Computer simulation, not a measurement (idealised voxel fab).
Process module, titled voxel ribs on slabs
Cross-section cut: width 265 nm, square cells of 5 nm.
Format of a cross-section: grid, square cells. Given as bands. Order: top down. Band: one or more rows of cells. Quick guide to a band line: top height, bottom height (nm) up front; then every material left to right with its width in nm. Only one material and it's marked "full width"? Then it fills the band edge to edge. And "blank" just means empty space. Below 0: as-received wafer, all one material; heights counted from there. Lowest band: no bottom, goes on down, written "0 -> down". It should be noted that a width expressed as "30->40" varies in equal increments from row to row of cells within the band, taking the value of the first number at the top row and that of the second number at the bottom row. Take "everything unchanged" at face value: in the step it is given for, the cross-section changed in none of its cells. In the "Trapped voids" entry, you get each enclosed empty space of 8 cells or more, one with no open way to the top, written width x height at distance, distance from the left edge, in nm. That trailing text on a step's line, after the settings, is the simulator's own remark on the step. overlay nm: how far to the right of its planned place the mask lay on this masked step (negative: to the left).
[Below is the list of planned process steps]
1,RECEIVE (material Si)
2,DIRECTIONAL_DEP (material SiO2; thk nm 30)
3,DIRECTIONAL_DEP (material polySi; thk nm 20)
4,DIRECTIONAL_DEP (material aC; thk nm 15)
5,PATTERN (tone cover; mask id RIB; material resist; width nm 30; thk nm 35; overlay nm 0)
6,DIRECTIONAL_ETCH (etch materials aC; depth nm 15)
7,STRIP (etch materials resist)
8,DIRECTIONAL_ETCH (etch materials polySi; depth nm 10)
9,STRIP (etch materials aC)
10,DIRECTIONAL_DEP (material aC; thk nm 10)
11,PATTERN (tone cover; mask id SLAB; material resist; width nm 80; thk nm 25; overlay nm 0)
12,DIRECTIONAL_ETCH (etch materials aC; depth nm 10)
13,STRIP (etch materials resist)
14,DIRECTIONAL_ETCH (etch materials polySi; depth nm 10)
15,STRIP (etch materials aC)
16,FILL_DEP (material SiO2; thk nm 25)
17,CMP (height nm 70)
18,DIRECTIONAL_DEP (material W; thk nm 10)
19,MASKED_ETCH (tone cover; mask id HEATER; width nm 40; etch materials W; depth nm 10; overlay nm 0)
20,CONFORMAL_DEP (material SiO2; thk nm 10)
[Cross-sectional view of the wafer in its as-received condition, corresponding to the state after step 1]
0 -> down: Si full width
Trapped voids: none
[Wafer cross-section at end of module: start and plan as shown above, one execution error]
90 -> 80: blank=100 | SiO2=60 | blank=105
80 -> 70: SiO2=110 | W=40 | SiO2=115
70 -> 60: SiO2=90 | polySi=80 | SiO2=95
60 -> 0: SiO2 full width
0 -> down: Si full width
Trapped voids: none
What was the processing mistake? step 2 was run twice
